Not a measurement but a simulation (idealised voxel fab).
process module | voxel ribs on slabs
cross-section cut | 190 nm wide | cells 5 nm
A cross-section is a grid of square cells, given in bands from the top down. A band is one or more rows of cells.
Each band's line starts with the height of the band's top and of its bottom, in nm. Then come its materials from left to right, each with its width in nm. One material with "throughout" fills the band from edge to edge. "air" is empty space.
Height 0 is the level under which the wafer as received is all one material. The lowest band goes on downwards, as in "0 down".
A width such as "30 to 40" changes by the same amount from each row of cells to the next, from the band's top row to its bottom row.
"no change" after a step means that no cell of the cross-section changed.
closed voids: empty space of 8 cells or more with no open way to the top, each as width x height at its distance from the left edge, in nm
after a step's settings: what the simulator itself notes on the step
overlay nm, on a step with a mask: how far to the right of its planned place the mask lay; to the left if negative
plan
1 op RECEIVE | material Si
2 op DIRECTIONAL_DEP | material SiO2 | thk nm 25
3 op DIRECTIONAL_DEP | material polySi | thk nm 15
4 op DIRECTIONAL_DEP | material aC | thk nm 15
5 op PATTERN | tone cover | mask id RIB | material resist | width nm 30 | thk nm 30 | overlay nm -15
6 op DIRECTIONAL_ETCH | etch materials aC | depth nm 15
7 op STRIP | etch materials resist
8 op DIRECTIONAL_ETCH | etch materials polySi | depth nm 10
9 op STRIP | etch materials aC
10 op DIRECTIONAL_DEP | material aC | thk nm 10
11 op PATTERN | tone cover | mask id SLAB | material resist | width nm 60 | thk nm 25 | overlay nm 0
12 op DIRECTIONAL_ETCH | etch materials aC | depth nm 10
13 op STRIP | etch materials resist
14 op DIRECTIONAL_ETCH | etch materials polySi | depth nm 5
15 op STRIP | etch materials aC
16 op FILL_DEP | material SiO2 | thk nm 15
17 op CMP | height nm 50
18 op DIRECTIONAL_DEP | material TiN | thk nm 5
19 op DIRECTIONAL_DEP | material aC | thk nm 10
20 op PATTERN | tone cover | mask id HEATER | material resist | width nm 40 | thk nm 30 | overlay nm 0
21 op DIRECTIONAL_ETCH | etch materials aC | depth nm 10
22 op STRIP | etch materials resist
23 op DIRECTIONAL_ETCH | etch materials TiN | depth nm 5
24 op STRIP | etch materials aC
25 op CONFORMAL_DEP | material SiO2 | thk nm 5
varied across the wafers: overlay nm of step 5. The plan shows the first wafer's value. All wafers start alike
first wafer as received, after step 1
  0 down: Si throughout
  closed voids: none
first wafer at the end, after step 25
  60 to 55: air 70 | SiO2 50 | air 70
  55 to 50: SiO2 75 | TiN 40 | SiO2 75
  50 to 40: SiO2 throughout
  40 to 30: SiO2 65 | polySi 30 | SiO2 95
  30 to 25: SiO2 65 | polySi 60 | SiO2 65
  25 to 0: SiO2 throughout
  0 down: Si throughout
  closed voids: none
last wafer at the end
  60 to 55: air 70 | SiO2 50 | air 70
  55 to 50: SiO2 75 | TiN 40 | SiO2 75
  50 to 40: SiO2 throughout
  40 to 30: SiO2 95 | polySi 30 | SiO2 65
  30 to 25: SiO2 65 | polySi 60 | SiO2 65
  25 to 0: SiO2 throughout
  0 down: Si throughout
  closed voids: none
each wafer at the end: cells of each material gained (+) or lost (-) since it was received, then its closed voids
overlay nm -15 | +396 SiO2 | +8 TiN | +24 polySi | closed voids: none
overlay nm -10 | +396 SiO2 | +8 TiN | +24 polySi | closed voids: none
overlay nm -5 | +396 SiO2 | +8 TiN | +24 polySi | closed voids: none
overlay nm 0 | +396 SiO2 | +8 TiN | +24 polySi | closed voids: none
overlay nm 5 | +396 SiO2 | +8 TiN | +24 polySi | closed voids: none
overlay nm 10 | +396 SiO2 | +8 TiN | +24 polySi | closed voids: none
overlay nm 15 | +396 SiO2 | +8 TiN | +24 polySi | closed voids: none
